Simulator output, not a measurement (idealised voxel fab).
The document below concerns the process module designated voxel self aligned vias.
Cross-section cut: width 200 nm, square cells of 5 nm.
Reading order for cross-sections: top band down to bottom band. Underlying form: a grid of square cells. Band size: one or more rows of cells.
The entry gives the band's vertical extent as a top height and a bottom height in nm, then its horizontal make-up as materials from left to right, each with a width in nm. "air" stands for empty space; a single material marked "edge to edge" fills the band edge to edge.
Note: height 0 marks the level under which the wafer is uniformly one material as received. Lowest band unbounded below, written "z 0 and below".
A width such as "30->40" changes by the same amount from each row of cells to the next, from the band's top row to its bottom row.
Where the words "no change" appear for a step, the cross-section shows no cell changed by that step; every cell remained as before.
Voids not open to the top, 8 cells minimum: see "Entrapped void list". Written width x height at distance; distance is from the left edge; nm.
Heads up: the bit after the settings on a step's line is the simulator's remark on that step.
The "overlay nm" setting may appear on a step's line; for a step that uses a mask, it gives how far to the right of its planned position the mask lay, and a negative value indicates the left.

The planned process steps are enumerated hereunder:
| 1 | RECEIVE,material Si |
| 2 | CONFORMAL_DEP,material SiO2,thk nm 10 |
| 3 | CONFORMAL_DEP,material SiCN,thk nm 5 |
| 4 | DIRECTIONAL_DEP,material SiO2,thk nm 20 |
| 5 | MASKED_ETCH,tone open,mask id LINES,width nm 30,pitch nm 75,etch materials SiO2,depth nm 20,overlay nm 0 |
| 6 | CONFORMAL_DEP,material TiN,thk nm 5 |
| 7 | FILL_DEP,material Ru,thk nm 5 |
| 8 | CMP,height nm 35 |
| 9 | SELECTIVE_ETCH,etch materials W Ru TiN,depth nm 5 |
| 10 | FILL_DEP,material SiN,thk nm 5 |
| 11 | CMP,height nm 35 |
| 12 | DIRECTIONAL_DEP,material SiO2,thk nm 20 |
| 13 | MASKED_ETCH,tone open,mask id VIAS,width nm 50,pitch nm 75,etch materials SiO2,depth nm 20,overlay nm 0 |
| 14 | MASKED_ETCH,tone open,mask id VIAS,width nm 50,pitch nm 75,etch materials SiN,depth nm 5,overlay nm 0 |
| 15 | CONFORMAL_DEP,material TiN,thk nm 5 |
| 16 | FILL_DEP,material W,thk nm 5 |
| 17 | CMP,height nm 55 |
| 18 | CONFORMAL_DEP,material SiN,thk nm 5 |

The first of the two wafers, which ran as planned:

Cross-section of the wafer upon arrival, representing the state reached after step 1:
> z 0 and below = Si edge to edge
> Entrapped void list: none

Cross-section: wafer state after step 2:
> z 10 to 0 = SiO2 edge to edge
> Anything lower than 0 is untouched.

Cross-section: wafer state after step 3:
> z 15 to 10 = SiCN edge to edge
> Anything lower than 10 is untouched.

Cross-section: wafer state after step 4:
> z 35 to 15 = SiO2 edge to edge
> Anything lower than 15 is untouched.

Cross-section: wafer state after step 5:
> z 35 to 15 = SiO2 (45)  air (30)  SiO2 (45)  air (30)  SiO2 (50)
> Anything lower than 15 is untouched.

Cross-section: wafer state after step 6:
> z 40 to 35 = TiN (50)  air (20)  TiN (55)  air (20)  TiN (55)
> z 35 to 20 = SiO2 (45)  TiN (5)  air (20)  TiN (5)  SiO2 (45)  TiN (5)  air (20)  TiN (5)  SiO2 (50)
> z 20 to 15 = SiO2 (45)  TiN (30)  SiO2 (45)  TiN (30)  SiO2 (50)
> Anything lower than 15 is untouched.

Cross-section: wafer state after step 7:
> z 45 to 40 = Ru edge to edge
> z 40 to 35 = TiN (50)  Ru (20)  TiN (55)  Ru (20)  TiN (55)
> z 35 to 20 = SiO2 (45)  TiN (5)  Ru (20)  TiN (5)  SiO2 (45)  TiN (5)  Ru (20)  TiN (5)  SiO2 (50)
> Anything lower than 20 is untouched.

Cross-section: wafer state after step 8:
> z 35 to 20 = SiO2 (45)  TiN (5)  Ru (20)  TiN (5)  SiO2 (45)  TiN (5)  Ru (20)  TiN (5)  SiO2 (50)
> Anything lower than 20 is untouched.

Cross-section: wafer state after step 9:
> z 35 to 30 = SiO2 (45)  air (30)  SiO2 (45)  air (30)  SiO2 (50)
> Anything lower than 30 is untouched.

Cross-section: wafer state after step 10:
> z 40 to 35 = SiN edge to edge
> z 35 to 30 = SiO2 (45)  SiN (30)  SiO2 (45)  SiN (30)  SiO2 (50)
> Anything lower than 30 is untouched.

Cross-section: wafer state after step 11:
> z 35 to 30 = SiO2 (45)  SiN (30)  SiO2 (45)  SiN (30)  SiO2 (50)
> Anything lower than 30 is untouched.

Cross-section: wafer state after step 12:
> z 55 to 35 = SiO2 edge to edge
> Anything lower than 35 is untouched.

Cross-section: wafer state after step 13:
> z 55 to 35 = SiO2 (35)  air (50)  SiO2 (25)  air (50)  SiO2 (40)
> Anything lower than 35 is untouched.

Cross-section: wafer state after step 14:
> z 55 to 35 = SiO2 (35)  air (50)  SiO2 (25)  air (50)  SiO2 (40)
> z 35 to 30 = SiO2 (45)  air (30)  SiO2 (45)  air (30)  SiO2 (50)
> Anything lower than 30 is untouched.

Cross-section: wafer state after step 15:
> z 60 to 55 = TiN (40)  air (40)  TiN (35)  air (40)  TiN (45)
> z 55 to 40 = SiO2 (35)  TiN (5)  air (40)  TiN (5)  SiO2 (25)  TiN (5)  air (40)  TiN (5)  SiO2 (40)
> z 40 to 35 = SiO2 (35)  TiN (15)  air (20)  TiN (15)  SiO2 (25)  TiN (15)  air (20)  TiN (15)  SiO2 (40)
> z 35 to 30 = SiO2 (45)  TiN (30)  SiO2 (45)  TiN (30)  SiO2 (50)
> Anything lower than 30 is untouched.

Cross-section: wafer state after step 16:
> z 65 to 60 = W edge to edge
> z 60 to 55 = TiN (40)  W (40)  TiN (35)  W (40)  TiN (45)
> z 55 to 40 = SiO2 (35)  TiN (5)  W (40)  TiN (5)  SiO2 (25)  TiN (5)  W (40)  TiN (5)  SiO2 (40)
> z 40 to 35 = SiO2 (35)  TiN (15)  W (20)  TiN (15)  SiO2 (25)  TiN (15)  W (20)  TiN (15)  SiO2 (40)
> Anything lower than 35 is untouched.

Cross-section: wafer state after step 17:
> z 55 to 40 = SiO2 (35)  TiN (5)  W (40)  TiN (5)  SiO2 (25)  TiN (5)  W (40)  TiN (5)  SiO2 (40)
> Anything lower than 40 is untouched.

Cross-section: wafer state after step 18:
> z 60 to 55 = SiN edge to edge
> Anything lower than 55 is untouched.

Regarding the second of the two wafers: it shared the first wafer's starting condition and process plan, yet one error occurred during its execution. Its history coincides with that of the first wafer up to and including step 2:

Second wafer, section view, time point: scheduled end of step 3:
> z 30 to 0 = SiO2 edge to edge
> Anything lower than 0 is untouched.

Second wafer, section view, time point: scheduled end of step 4:
> z 35 to 30 = SiCN edge to edge
> Anything lower than 30 is untouched.

Second wafer, section view, time point: scheduled end of step 5: no change

Second wafer, section view, time point: scheduled end of step 6:
> z 40 to 35 = TiN edge to edge
> Anything lower than 35 is untouched.

Second wafer, section view, time point: scheduled end of step 7:
> z 45 to 40 = Ru edge to edge
> Anything lower than 40 is untouched.

Second wafer, section view, time point: scheduled end of step 8:
> z 35 to 30 = SiCN edge to edge
> Anything lower than 30 is untouched.

Second wafer, section view, time point: scheduled end of step 9: no change

Second wafer, section view, time point: scheduled end of step 10:
> z 40 to 35 = SiN edge to edge
> Anything lower than 35 is untouched.

Second wafer, section view, time point: scheduled end of step 11:
> z 35 to 30 = SiCN edge to edge
> Anything lower than 30 is untouched.

Second wafer, section view, time point: scheduled end of step 12:
> z 55 to 35 = SiO2 edge to edge
> Anything lower than 35 is untouched.

Second wafer, section view, time point: scheduled end of step 13:
> z 55 to 35 = SiO2 (35)  air (50)  SiO2 (25)  air (50)  SiO2 (40)
> Anything lower than 35 is untouched.

Second wafer, section view, time point: scheduled end of step 14: no change

Second wafer, section view, time point: scheduled end of step 15:
> z 60 to 55 = TiN (40)  air (40)  TiN (35)  air (40)  TiN (45)
> z 55 to 40 = SiO2 (35)  TiN (5)  air (40)  TiN (5)  SiO2 (25)  TiN (5)  air (40)  TiN (5)  SiO2 (40)
> z 40 to 35 = SiO2 (35)  TiN (50)  SiO2 (25)  TiN (50)  SiO2 (40)
> Anything lower than 35 is untouched.

Second wafer, section view, time point: scheduled end of step 16:
> z 65 to 60 = W edge to edge
> z 60 to 55 = TiN (40)  W (40)  TiN (35)  W (40)  TiN (45)
> z 55 to 40 = SiO2 (35)  TiN (5)  W (40)  TiN (5)  SiO2 (25)  TiN (5)  W (40)  TiN (5)  SiO2 (40)
> Anything lower than 40 is untouched.

Second wafer, section view, time point: scheduled end of step 17:
> z 55 to 40 = SiO2 (35)  TiN (5)  W (40)  TiN (5)  SiO2 (25)  TiN (5)  W (40)  TiN (5)  SiO2 (40)
> Anything lower than 40 is untouched.

Second wafer, section view, time point: scheduled end of step 18:
> z 60 to 55 = SiN edge to edge
> Anything lower than 55 is untouched.
Plan not followed: steps 3 and 4 run out of order (swapped)
Bottom line after processing is that, in cells, the second wafer is up or down on some materials versus the first: Ru -16, SiO2 +48, TiN -24, W -8
